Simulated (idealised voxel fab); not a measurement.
process module | voxel trench capacitor
cross-section cut | 265 nm wide | cells 5 nm
A cross-section is a grid of square cells, given in bands from the top down. A band is one or more rows of cells.
Each band's line starts with the height of the band's top and of its bottom, in nm. Then come its materials from left to right, each with its width in nm. One material with "throughout" fills the band from edge to edge. "air" is empty space.
Height 0 is the level under which the wafer as received is all one material. The lowest band goes on downwards, as in "0 down".
A width such as "30 to 40" changes by the same amount from each row of cells to the next, from the band's top row to its bottom row.
"no change" after a step means that no cell of the cross-section changed.
closed voids: empty space of 8 cells or more with no open way to the top, each as width x height at its distance from the left edge, in nm
after a step's settings: what the simulator itself notes on the step
overlay nm, on a step with a mask: how far to the right of its planned place the mask lay; to the left if negative
plan
1 op RECEIVE | material Si
2 op CONFORMAL_DEP | material SiN | thk nm 5
3 op MASKED_ETCH | tone open | mask id TRENCH | width nm 25 | pitch nm 45 | etch materials SiN | depth nm 5 | overlay nm 0
4 op MASKED_ETCH | tone open | mask id TRENCH | width nm 25 | pitch nm 45 | etch materials Si | depth nm 30 | overlay nm 0
5 op CONFORMAL_DEP | material HfO2 | thk nm 5
6 op CONFORMAL_DEP | material TiN | thk nm 5
7 op FILL_DEP | material W | thk nm 5
8 op CMP | height nm 5
first wafer, as planned
as received, after step 1
  0 down: Si throughout
  closed voids: none
after step 2
  5 to 0: SiN throughout
  below 0: unchanged
after step 3
  5 to 0: SiN 75 | air 25 | SiN 20 | air 25 | SiN 20 | air 25 | SiN 75
  below 0: unchanged
after step 4
  5 to 0: SiN 75 | air 25 | SiN 20 | air 25 | SiN 20 | air 25 | SiN 75
  0 to -30: Si 75 | air 25 | Si 20 | air 25 | Si 20 | air 25 | Si 75
  below -30: unchanged
after step 5
  10 to 5: HfO2 80 | air 15 | HfO2 30 | air 15 | HfO2 30 | air 15 | HfO2 80
  5 to 0: SiN 75 | HfO2 5 | air 15 | HfO2 5 | SiN 20 | HfO2 5 | air 15 | HfO2 5 | SiN 20 | HfO2 5 | air 15 | HfO2 5 | SiN 75
  0 to -25: Si 75 | HfO2 5 | air 15 | HfO2 5 | Si 20 | HfO2 5 | air 15 | HfO2 5 | Si 20 | HfO2 5 | air 15 | HfO2 5 | Si 75
  -25 to -30: Si 75 | HfO2 25 | Si 20 | HfO2 25 | Si 20 | HfO2 25 | Si 75
  below -30: unchanged
after step 6
  15 to 10: TiN 85 | air 5 | TiN 40 | air 5 | TiN 40 | air 5 | TiN 85
  10 to 5: HfO2 80 | TiN 5 | air 5 | TiN 5 | HfO2 30 | TiN 5 | air 5 | TiN 5 | HfO2 30 | TiN 5 | air 5 | TiN 5 | HfO2 80
  5 to 0: SiN 75 | HfO2 5 | TiN 5 | air 5 | TiN 5 | HfO2 5 | SiN 20 | HfO2 5 | TiN 5 | air 5 | TiN 5 | HfO2 5 | SiN 20 | HfO2 5 | TiN 5 | air 5 | TiN 5 | HfO2 5 | SiN 75
  0 to -20: Si 75 | HfO2 5 | TiN 5 | air 5 | TiN 5 | HfO2 5 | Si 20 | HfO2 5 | TiN 5 | air 5 | TiN 5 | HfO2 5 | Si 20 | HfO2 5 | TiN 5 | air 5 | TiN 5 | HfO2 5 | Si 75
  -20 to -25: Si 75 | HfO2 5 | TiN 15 | HfO2 5 | Si 20 | HfO2 5 | TiN 15 | HfO2 5 | Si 20 | HfO2 5 | TiN 15 | HfO2 5 | Si 75
  below -25: unchanged
after step 7
  20 to 15: W throughout
  15 to 10: TiN 85 | W 5 | TiN 40 | W 5 | TiN 40 | W 5 | TiN 85
  10 to 5: HfO2 80 | TiN 5 | W 5 | TiN 5 | HfO2 30 | TiN 5 | W 5 | TiN 5 | HfO2 30 | TiN 5 | W 5 | TiN 5 | HfO2 80
  5 to 0: SiN 75 | HfO2 5 | TiN 5 | W 5 | TiN 5 | HfO2 5 | SiN 20 | HfO2 5 | TiN 5 | W 5 | TiN 5 | HfO2 5 | SiN 20 | HfO2 5 | TiN 5 | W 5 | TiN 5 | HfO2 5 | SiN 75
  0 to -20: Si 75 | HfO2 5 | TiN 5 | W 5 | TiN 5 | HfO2 5 | Si 20 | HfO2 5 | TiN 5 | W 5 | TiN 5 | HfO2 5 | Si 20 | HfO2 5 | TiN 5 | W 5 | TiN 5 | HfO2 5 | Si 75
  below -20: unchanged
after step 8
  5 to 0: SiN 75 | HfO2 5 | TiN 5 | W 5 | TiN 5 | HfO2 5 | SiN 20 | HfO2 5 | TiN 5 | W 5 | TiN 5 | HfO2 5 | SiN 20 | HfO2 5 | TiN 5 | W 5 | TiN 5 | HfO2 5 | SiN 75
  below 0: unchanged
second wafer: like start, like plan, one mistake. Through step 2 it matches the first wafer
when step 3 should have ended
  5 to 0: air 75 | SiN 25 | air 20 | SiN 25 | air 20 | SiN 25 | air 75
  below 0: unchanged
when step 4 should have ended: no change
when step 5 should have ended
  10 to 5: air 70 | HfO2 35 | air 10 | HfO2 35 | air 10 | HfO2 35 | air 70
  5 to 0: HfO2 75 | SiN 25 | HfO2 20 | SiN 25 | HfO2 20 | SiN 25 | HfO2 75
  below 0: unchanged
when step 6 should have ended
  15 to 10: air 65 | TiN 135 | air 65
  10 to 5: TiN 70 | HfO2 35 | TiN 10 | HfO2 35 | TiN 10 | HfO2 35 | TiN 70
  below 5: unchanged
when step 7 should have ended
  20 to 15: W throughout
  15 to 10: W 65 | TiN 135 | W 65
  below 10: unchanged
when step 8 should have ended
  5 to 0: HfO2 75 | SiN 25 | HfO2 20 | SiN 25 | HfO2 20 | SiN 25 | HfO2 75
  below 0: unchanged
what went wrong: step 3 ran as: op MASKED_ETCH | tone cover | mask id TRENCH | width nm 25 | pitch nm 45 | etch materials SiN | depth nm 5 | overlay nm 0
at the end the second wafer has, in cells: 13 fewer of HfO2 | 90 more of Si | 23 fewer of SiN | 39 fewer of TiN | 15 fewer of W
